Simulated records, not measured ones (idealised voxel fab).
A process module follows: voxel capacitor over wiring.
The cross-section shown here is cut; it is 200 nm wide and divided into square cells measuring 5 nm on a side.
Cross-sections here: square-cell grids, written as top-down lists of bands, a band being one or more rows of cells.
Quick guide to a band line: top height, bottom height (nm) up front; then every material left to right with its width in nm. Only one material and it's marked "everywhere"? Then it fills the band edge to edge. And "blank" just means empty space.
Heights from 0 (as-received wafer is one material below). Bottom band endless downward, as "0 -> down".
The width entry "30->40" should be interpreted row by row: the top row of cells in the band takes the first number, the bottom row takes the second number, and the change between adjacent rows is uniform throughout.
A step reported as "stayed the same" is a step in which no cell of the cross-section changed.
"Voids lacking openings": sealed empty spaces, 8 cells or more, no open way to top, listed width x height at distance, with distance from the left edge and width, height and distance in nm.
It should be noted that, on the line of a given step, the content following the step's settings is a remark produced by the simulator itself with respect to that step.
overlay nm: how far to the right of its planned place the mask lay on this masked step (negative: to the left).
So the way this works: pairs, before and after one process step. The after picture only goes down to the lowest band that actually changed, nothing below. Step and its settings are under each pair. And watch out, pairs might come from different runs of this module, same starting wafer though, so a pair only follows on from the one above if its "Pre-step snapshot" entry tells you so.
Pre-step snapshot:
* 60 -> 50  blank=20 / Ru=30 / lowk=15 / Ru=20 / blank=25 / Ru=65 / blank=25
* 50 -> 45  blank=20 / Ru=30 / SiCN=15 / Ru=20 / blank=25 / Ru=65 / blank=25
* 45 -> 40  SiCN=35 / Ru=35 / SiCN=55 / Ru=35 / SiCN=40
* 40 -> 20  SiO2=40 / TiN=5 / Cu=15 / TiN=5 / SiO2=65 / TiN=5 / Cu=15 / TiN=5 / SiO2=45
* 20 -> 15  SiCN=40 / TiN=25 / SiCN=65 / TiN=25 / SiCN=45
* 15 -> 0  SiO2 everywhere
* 0 -> down  Si everywhere
* Voids lacking openings: none
Structure After Step:
* 70 -> 60  blank=20 / TiN=65 / blank=25 / TiN=65 / blank=25
* 60 -> 55  blank=20 / Ru=30 / lowk=15 / Ru=20 / blank=25 / Ru=65 / blank=25
* 55 -> 50  TiN=20 / Ru=30 / lowk=15 / Ru=20 / TiN=25 / Ru=65 / TiN=25
* 50 -> 45  TiN=20 / Ru=30 / SiCN=15 / Ru=20 / TiN=25 / Ru=65 / TiN=25
* No changes below 45.
* Voids lacking openings: none
The process step separating the two cross-sections depicted above is as follows: op DIRECTIONAL_DEP | material TiN | thk nm 10
Pre-step snapshot: = after-state of the pair above.
Structure After Step:
* 75 -> 70  blank=20 / HfO2=65 / blank=25 / HfO2=65 / blank=25
* 70 -> 60  blank=20 / TiN=65 / blank=25 / TiN=65 / blank=25
* 60 -> 55  HfO2=20 / Ru=30 / lowk=15 / Ru=20 / HfO2=25 / Ru=65 / HfO2=25
* No changes below 55.
* Voids lacking openings: none
The process step separating the two cross-sections depicted above is as follows: op DIRECTIONAL_DEP | material HfO2 | thk nm 5
Pre-step snapshot: = after-state of the pair above.
Structure After Step:
* 80 -> 75  blank=20 / TiN=65 / blank=25 / TiN=65 / blank=25
* 75 -> 70  blank=20 / HfO2=65 / blank=25 / HfO2=65 / blank=25
* 70 -> 65  blank=20 / TiN=65 / blank=25 / TiN=65 / blank=25
* 65 -> 60  TiN everywhere
* No changes below 60.
* Voids lacking openings: none
The process step separating the two cross-sections depicted above is as follows: op DIRECTIONAL_DEP | material TiN | thk nm 5
Pre-step snapshot: = after-state of the pair above.
Structure After Step:
* 90 -> 80  blank=20 / aC=65 / blank=25 / aC=65 / blank=25
* 80 -> 75  blank=20 / TiN=65 / blank=25 / TiN=65 / blank=25
* 75 -> 70  aC=20 / HfO2=65 / aC=25 / HfO2=65 / aC=25
* 70 -> 65  aC=20 / TiN=65 / aC=25 / TiN=65 / aC=25
* No changes below 65.
* Voids lacking openings: none
The process step separating the two cross-sections depicted above is as follows: op DIRECTIONAL_DEP | material aC | thk nm 10
Pre-step snapshot: = after-state of the pair above.
Structure After Step:
* 115 -> 90  blank=50 / resist=70 / blank=80
* 90 -> 80  blank=20 / aC=65 / resist=25 / aC=65 / blank=25
* 80 -> 75  blank=20 / TiN=65 / resist=25 / TiN=65 / blank=25
* No changes below 75.
* Voids lacking openings: none
The process step separating the two cross-sections depicted above is as follows: op PATTERN | tone cover | mask id UPPER_PLATE | material resist | width nm 70 | thk nm 25 | overlay nm 0
Pre-step snapshot: = after-state of the pair above.
Structure After Step:
* 105 -> 90  blank=50 / resist=70 / blank=80
* 90 -> 80  blank=50 / aC=35 / resist=25 / aC=10 / blank=80
* 80 -> 75  blank=20 / TiN=65 / resist=25 / TiN=65 / blank=25
* 75 -> 70  blank=20 / HfO2=65 / aC=25 / HfO2=65 / blank=25
* 70 -> 65  blank=20 / TiN=65 / aC=25 / TiN=65 / blank=25
* No changes below 65.
* Voids lacking openings: none
The process step separating the two cross-sections depicted above is as follows: op DIRECTIONAL_ETCH | etch materials aC | depth nm 10
Pre-step snapshot: = after-state of the pair above.
Structure After Step:
* 90 -> 80  blank=50 / aC=35 / blank=25 / aC=10 / blank=80
* 80 -> 75  blank=20 / TiN=65 / blank=25 / TiN=65 / blank=25
* No changes below 75.
* Voids lacking openings: none
The process step separating the two cross-sections depicted above is as follows: op STRIP | etch materials resist
Pre-step snapshot: = after-state of the pair above.
Structure After Step:
* 90 -> 80  blank=50 / aC=35 / blank=25 / aC=10 / blank=80
* 80 -> 75  blank=50 / TiN=35 / blank=25 / TiN=10 / blank=80
* 75 -> 70  blank=20 / HfO2=65 / aC=25 / HfO2=65 / blank=25
* 70 -> 65  blank=20 / TiN=65 / aC=25 / TiN=65 / blank=25
* 65 -> 60  blank=20 / TiN=155 / blank=25
* No changes below 60.
* Voids lacking openings: none
The process step separating the two cross-sections depicted above is as follows: op DIRECTIONAL_ETCH | etch materials TiN | depth nm 5
Pre-step snapshot: = after-state of the pair above.
Structure After Step:
* 90 -> 80  blank=50 / aC=35 / blank=25 / aC=10 / blank=80
* 80 -> 75  blank=50 / TiN=35 / blank=25 / TiN=10 / blank=80
* 75 -> 70  blank=50 / HfO2=35 / aC=25 / HfO2=10 / blank=80
* 70 -> 65  blank=20 / TiN=65 / aC=25 / TiN=65 / blank=25
* 65 -> 60  blank=20 / TiN=155 / blank=25
* 60 -> 55  blank=20 / Ru=30 / lowk=15 / Ru=20 / HfO2=25 / Ru=65 / blank=25
* No changes below 55.
* Voids lacking openings: none
The process step separating the two cross-sections depicted above is as follows: op DIRECTIONAL_ETCH | etch materials HfO2 | depth nm 5
Pre-step snapshot: = after-state of the pair above.
Structure After Step:
* 80 -> 75  blank=50 / TiN=35 / blank=25 / TiN=10 / blank=80
* 75 -> 70  blank=50 / HfO2=35 / blank=25 / HfO2=10 / blank=80
* 70 -> 65  blank=20 / TiN=65 / blank=25 / TiN=65 / blank=25
* No changes below 65.
* Voids lacking openings: none
The process step separating the two cross-sections depicted above is as follows: op STRIP | etch materials aC
Pre-step snapshot: = after-state of the pair above.
Structure After Step:
* 95 -> 80  blank=45 / resist=80 / blank=75
* 80 -> 75  blank=45 / resist=5 / TiN=35 / resist=25 / TiN=10 / resist=5 / blank=75
* 75 -> 70  blank=45 / resist=5 / HfO2=35 / resist=25 / HfO2=10 / resist=5 / blank=75
* 70 -> 65  blank=20 / TiN=65 / resist=25 / TiN=65 / blank=25
* No changes below 65.
* Voids lacking openings: none
The process step separating the two cross-sections depicted above is as follows: op PATTERN | tone cover | mask id LOWER_PLATE | material resist | width nm 80 | thk nm 15 | overlay nm 0
Pre-step snapshot: = after-state of the pair above.
Structure After Step:
* 95 -> 80  blank=45 / resist=80 / blank=75
* 80 -> 75  blank=45 / resist=5 / TiN=35 / resist=25 / TiN=10 / resist=5 / blank=75
* 75 -> 70  blank=45 / resist=5 / HfO2=35 / resist=25 / HfO2=10 / resist=5 / blank=75
* 70 -> 65  blank=45 / TiN=40 / resist=25 / TiN=15 / blank=75
* 65 -> 60  blank=45 / TiN=80 / blank=75
* 60 -> 55  blank=20 / Ru=30 / lowk=15 / Ru=20 / HfO2=25 / Ru=65 / blank=25
* 55 -> 50  blank=20 / Ru=30 / lowk=15 / Ru=20 / TiN=25 / Ru=65 / blank=25
* 50 -> 45  blank=20 / Ru=30 / SiCN=15 / Ru=20 / TiN=25 / Ru=65 / blank=25
* No changes below 45.
* Voids lacking openings: none
The process step separating the two cross-sections depicted above is as follows: op DIRECTIONAL_ETCH | etch materials TiN | depth nm 10
Pre-step snapshot: = after-state of the pair above.
Structure After Step:
* 80 -> 75  blank=50 / TiN=35 / blank=25 / TiN=10 / blank=80
* 75 -> 70  blank=50 / HfO2=35 / blank=25 / HfO2=10 / blank=80
* 70 -> 65  blank=45 / TiN=40 / blank=25 / TiN=15 / blank=75
* No changes below 65.
* Voids lacking openings: none
The process step separating the two cross-sections depicted above is as follows: op STRIP | etch materials resist
Pre-step snapshot: = after-state of the pair above.
Structure After Step:
* 100 -> 80  SiO2 everywhere
* 80 -> 75  SiO2=50 / TiN=35 / SiO2=25 / TiN=10 / SiO2=80
* 75 -> 70  SiO2=50 / HfO2=35 / SiO2=25 / HfO2=10 / SiO2=80
* 70 -> 65  SiO2=45 / TiN=40 / SiO2=25 / TiN=15 / SiO2=75
* 65 -> 60  SiO2=45 / TiN=80 / SiO2=75
* 60 -> 55  SiO2=20 / Ru=30 / lowk=15 / Ru=20 / HfO2=25 / Ru=65 / SiO2=25
* 55 -> 50  SiO2=20 / Ru=30 / lowk=15 / Ru=20 / TiN=25 / Ru=65 / SiO2=25
* 50 -> 45  SiO2=20 / Ru=30 / SiCN=15 / Ru=20 / TiN=25 / Ru=65 / SiO2=25
* No changes below 45.
* Voids lacking openings: none
The process step separating the two cross-sections depicted above is as follows: op FILL_DEP | material SiO2 | thk nm 20
Pre-step snapshot: = after-state of the pair above.
Structure After Step:
* 95 -> 80  SiO2 everywhere
* No changes below 80.
* Voids lacking openings: none
The process step separating the two cross-sections depicted above is as follows: op CMP | height nm 95
Pre-step snapshot: = after-state of the pair above.
Structure After Step:
* 110 -> 95  aC everywhere
* No changes below 95.
* Voids lacking openings: none
The process step separating the two cross-sections depicted above is as follows: op DIRECTIONAL_DEP | material aC | thk nm 15
Pre-step snapshot: = after-state of the pair above.
Structure After Step:
* 140 -> 110  resist=60 / blank=15 / resist=125
* No changes below 110.
* Voids lacking openings: none
The process step separating the two cross-sections depicted above is as follows: op PATTERN | tone open | mask id PLUG_2 | material resist | width nm 15 | thk nm 30 | overlay nm 0
Pre-step snapshot: = after-state of the pair above.
Structure After Step:
* 125 -> 110  resist=60 / blank=15 / resist=125
* 110 -> 95  aC=60 / blank=15 / aC=125
* No changes below 95.
* Voids lacking openings: none
The process step separating the two cross-sections depicted above is as follows: op DIRECTIONAL_ETCH | etch materials aC | depth nm 15
Pre-step snapshot: = after-state of the pair above.
Structure After Step:
* 110 -> 95  aC=60 / blank=15 / aC=125
* No changes below 95.
* Voids lacking openings: none
The process step separating the two cross-sections depicted above is as follows: op STRIP | etch materials resist
Pre-step snapshot: = after-state of the pair above.
Structure After Step:
* 110 -> 95  aC=60 / blank=15 / aC=125
* 95 -> 80  SiO2=60 / blank=15 / SiO2=125
* No changes below 80.
* Voids lacking openings: none
The process step separating the two cross-sections depicted above is as follows: op DIRECTIONAL_ETCH | etch materials SiO2 | depth nm 15
Pre-step snapshot: = after-state of the pair above.
Structure After Step:
* 95 -> 80  SiO2=60 / blank=15 / SiO2=125
* No changes below 80.
* Voids lacking openings: none
The process step separating the two cross-sections depicted above is as follows: op STRIP | etch materials aC
Pre-step snapshot: = after-state of the pair above.
Structure After Step:
* 100 -> 95  TiN=65 / blank=5 / TiN=130
* 95 -> 85  SiO2=60 / TiN=5 / blank=5 / TiN=5 / SiO2=125
* 85 -> 80  SiO2=60 / TiN=15 / SiO2=125
* No changes below 80.
* Voids lacking openings: none
The process step separating the two cross-sections depicted above is as follows: op CONFORMAL_DEP | material TiN | thk nm 5
Pre-step snapshot: = after-state of the pair above.
Structure After Step:
* 105 -> 100  Ru everywhere
* 100 -> 95  TiN=65 / Ru=5 / TiN=130
* 95 -> 85  SiO2=60 / TiN=5 / Ru=5 / TiN=5 / SiO2=125
* No changes below 85.
* Voids lacking openings: none
The process step separating the two cross-sections depicted above is as follows: op FILL_DEP | material Ru | thk nm 5
Pre-step snapshot: = after-state of the pair above.
Structure After Step:
* 95 -> 85  SiO2=60 / TiN=5 / Ru=5 / TiN=5 / SiO2=125
* No changes below 85.
* Voids lacking openings: none
The process step separating the two cross-sections depicted above is as follows: op CMP | height nm 95
Pre-step snapshot: = after-state of the pair above.
Structure After Step:
* 100 -> 95  SiCN everywhere
* No changes below 95.
* Voids lacking openings: none
The process step separating the two cross-sections depicted above is as follows: op CONFORMAL_DEP | material SiCN | thk nm 5
